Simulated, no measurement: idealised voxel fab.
Herein follows the process module entitled voxel tone inversion.
Cross-sectional view cut (width: 155 nm; square cell size: 5 nm).
A cross-section is a grid of square cells, given in bands from the top down. A band is one or more rows of cells.
A band entry consists of two parts. The first gives the height of the band's top and the height of its bottom, in nm. The rest lists the band's materials from left to right, each with its width in nm. A single material labelled with the word "all across" fills the band from edge to edge, and the word "blank" marks empty space.
The level at which height equals 0 is the one under which the wafer, as it arrives, is entirely one material. No lower edge exists for the bottom band, which continues downward and is notated as in "top 0, no bottom".
When a width is written as two numbers, as in "30 to 40", the first number is the width in the top row of cells of the band and the second is the width in its bottom row, and the width changes by the same amount from each row to the next.
The designation "no change occurred", where it is given for a processing step, indicates that no cell of the cross-section was altered in the course of that step.
Reported under the label "Closed voids list" are the empty spaces having no open way to the top and comprising 8 cells or more; the notation for each is width x height at distance, in which the distance is measured from the left edge and all three values are in nm.
The remark found on a step's line after its settings is issued by the simulator itself and pertains to that step.
On any step carrying a mask, the "overlay nm" setting, if present on the step's line, tells how far right of its planned place the mask lay; negative values point to the left.

[Intended process steps]
1: RECEIVE with material Si
2: CONFORMAL_DEP with material SiN, thk nm 5
3: DIRECTIONAL_DEP with material polySi, thk nm 25
4: PATTERN with tone cover, mask id POSTS, material resist, width nm 15, pitch nm 45, thk nm 30, overlay nm 0
5: DIRECTIONAL_ETCH with etch materials polySi, depth nm 25
6: STRIP with etch materials resist
7: FILL_DEP with material SiO2, thk nm 10
8: CMP with height nm 30
9: STRIP with etch materials polySi
10: CONFORMAL_DEP with material TiN, thk nm 5
11: FILL_DEP with material W, thk nm 10
12: CMP with height nm 30
13: CONFORMAL_DEP with material SiN, thk nm 5

[The following pertains to the first of two wafers, which was processed as planned]

[Wafer cross-section on receipt, i.e. after step 1]
> top 0, no bottom | Si all across
> Closed voids list: none

[You're looking at a cross-section of the wafer after step 2]
> top 5, bottom 0 | SiN all across
> Below 0, the layers are the same as they were.

[You're looking at a cross-section of the wafer after step 3]
> top 30, bottom 5 | polySi all across
> Below 5, the layers are the same as they were.

[You're looking at a cross-section of the wafer after step 4]
> top 60, bottom 30 | blank 45 nm; resist 15 nm; blank 30 nm; resist 15 nm; blank 50 nm
> Below 30, the layers are the same as they were.

[You're looking at a cross-section of the wafer after step 5]
> top 60, bottom 30 | blank 45 nm; resist 15 nm; blank 30 nm; resist 15 nm; blank 50 nm
> top 30, bottom 5 | blank 45 nm; polySi 15 nm; blank 30 nm; polySi 15 nm; blank 50 nm
> Below 5, the layers are the same as they were.

[You're looking at a cross-section of the wafer after step 6]
> top 30, bottom 5 | blank 45 nm; polySi 15 nm; blank 30 nm; polySi 15 nm; blank 50 nm
> Below 5, the layers are the same as they were.

[You're looking at a cross-section of the wafer after step 7]
> top 40, bottom 30 | SiO2 all across
> top 30, bottom 5 | SiO2 45 nm; polySi 15 nm; SiO2 30 nm; polySi 15 nm; SiO2 50 nm
> Below 5, the layers are the same as they were.

[You're looking at a cross-section of the wafer after step 8]
> top 30, bottom 5 | SiO2 45 nm; polySi 15 nm; SiO2 30 nm; polySi 15 nm; SiO2 50 nm
> Below 5, the layers are the same as they were.

[You're looking at a cross-section of the wafer after step 9]
> top 30, bottom 5 | SiO2 45 nm; blank 15 nm; SiO2 30 nm; blank 15 nm; SiO2 50 nm
> Below 5, the layers are the same as they were.

[You're looking at a cross-section of the wafer after step 10]
> top 35, bottom 30 | TiN 50 nm; blank 5 nm; TiN 40 nm; blank 5 nm; TiN 55 nm
> top 30, bottom 10 | SiO2 45 nm; TiN 5 nm; blank 5 nm; TiN 5 nm; SiO2 30 nm; TiN 5 nm; blank 5 nm; TiN 5 nm; SiO2 50 nm
> top 10, bottom 5 | SiO2 45 nm; TiN 15 nm; SiO2 30 nm; TiN 15 nm; SiO2 50 nm
> Below 5, the layers are the same as they were.

[You're looking at a cross-section of the wafer after step 11]
> top 45, bottom 35 | W all across
> top 35, bottom 30 | TiN 50 nm; W 5 nm; TiN 40 nm; W 5 nm; TiN 55 nm
> top 30, bottom 10 | SiO2 45 nm; TiN 5 nm; W 5 nm; TiN 5 nm; SiO2 30 nm; TiN 5 nm; W 5 nm; TiN 5 nm; SiO2 50 nm
> Below 10, the layers are the same as they were.

[You're looking at a cross-section of the wafer after step 12]
> top 30, bottom 10 | SiO2 45 nm; TiN 5 nm; W 5 nm; TiN 5 nm; SiO2 30 nm; TiN 5 nm; W 5 nm; TiN 5 nm; SiO2 50 nm
> Below 10, the layers are the same as they were.

[You're looking at a cross-section of the wafer after step 13]
> top 35, bottom 30 | SiN all across
> Below 30, the layers are the same as they were.

[Second of two: same start, same plan, one run error; steps up to and including 3 match the first]

[Second wafer cross-section, taken as of the time the plan sets for step 4 to be done]
> top 60, bottom 30 | blank 50 nm; resist 15 nm; blank 30 nm; resist 15 nm; blank 45 nm
> Below 30, the layers are the same as they were.

[Second wafer cross-section, taken as of the time the plan sets for step 5 to be done]
> top 60, bottom 30 | blank 50 nm; resist 15 nm; blank 30 nm; resist 15 nm; blank 45 nm
> top 30, bottom 5 | blank 50 nm; polySi 15 nm; blank 30 nm; polySi 15 nm; blank 45 nm
> Below 5, the layers are the same as they were.

[Second wafer cross-section, taken as of the time the plan sets for step 6 to be done]
> top 30, bottom 5 | blank 50 nm; polySi 15 nm; blank 30 nm; polySi 15 nm; blank 45 nm
> Below 5, the layers are the same as they were.

[Second wafer cross-section, taken as of the time the plan sets for step 7 to be done]
> top 40, bottom 30 | SiO2 all across
> top 30, bottom 5 | SiO2 50 nm; polySi 15 nm; SiO2 30 nm; polySi 15 nm; SiO2 45 nm
> Below 5, the layers are the same as they were.

[Second wafer cross-section, taken as of the time the plan sets for step 8 to be done]
> top 30, bottom 5 | SiO2 50 nm; polySi 15 nm; SiO2 30 nm; polySi 15 nm; SiO2 45 nm
> Below 5, the layers are the same as they were.

[Second wafer cross-section, taken as of the time the plan sets for step 9 to be done]
> top 30, bottom 5 | SiO2 50 nm; blank 15 nm; SiO2 30 nm; blank 15 nm; SiO2 45 nm
> Below 5, the layers are the same as they were.

[Second wafer cross-section, taken as of the time the plan sets for step 10 to be done]
> top 35, bottom 30 | TiN 55 nm; blank 5 nm; TiN 40 nm; blank 5 nm; TiN 50 nm
> top 30, bottom 10 | SiO2 50 nm; TiN 5 nm; blank 5 nm; TiN 5 nm; SiO2 30 nm; TiN 5 nm; blank 5 nm; TiN 5 nm; SiO2 45 nm
> top 10, bottom 5 | SiO2 50 nm; TiN 15 nm; SiO2 30 nm; TiN 15 nm; SiO2 45 nm
> Below 5, the layers are the same as they were.

[Second wafer cross-section, taken as of the time the plan sets for step 11 to be done]
> top 45, bottom 35 | W all across
> top 35, bottom 30 | TiN 55 nm; W 5 nm; TiN 40 nm; W 5 nm; TiN 50 nm
> top 30, bottom 10 | SiO2 50 nm; TiN 5 nm; W 5 nm; TiN 5 nm; SiO2 30 nm; TiN 5 nm; W 5 nm; TiN 5 nm; SiO2 45 nm
> Below 10, the layers are the same as they were.

[Second wafer cross-section, taken as of the time the plan sets for step 12 to be done]
> top 30, bottom 10 | SiO2 50 nm; TiN 5 nm; W 5 nm; TiN 5 nm; SiO2 30 nm; TiN 5 nm; W 5 nm; TiN 5 nm; SiO2 45 nm
> Below 10, the layers are the same as they were.

[Second wafer cross-section, taken as of the time the plan sets for step 13 to be done]
> top 35, bottom 30 | SiN all across
> Below 30, the layers are the same as they were.
Diagnosis: rather than as planned, step 4 actually ran as PATTERN with tone cover, mask id POSTS, material resist, width nm 15, pitch nm 45, thk nm 30, overlay nm 5
Comparing end states, the material composition by cell count is preserved from the first wafer to the second, while the locations of the cells are not.
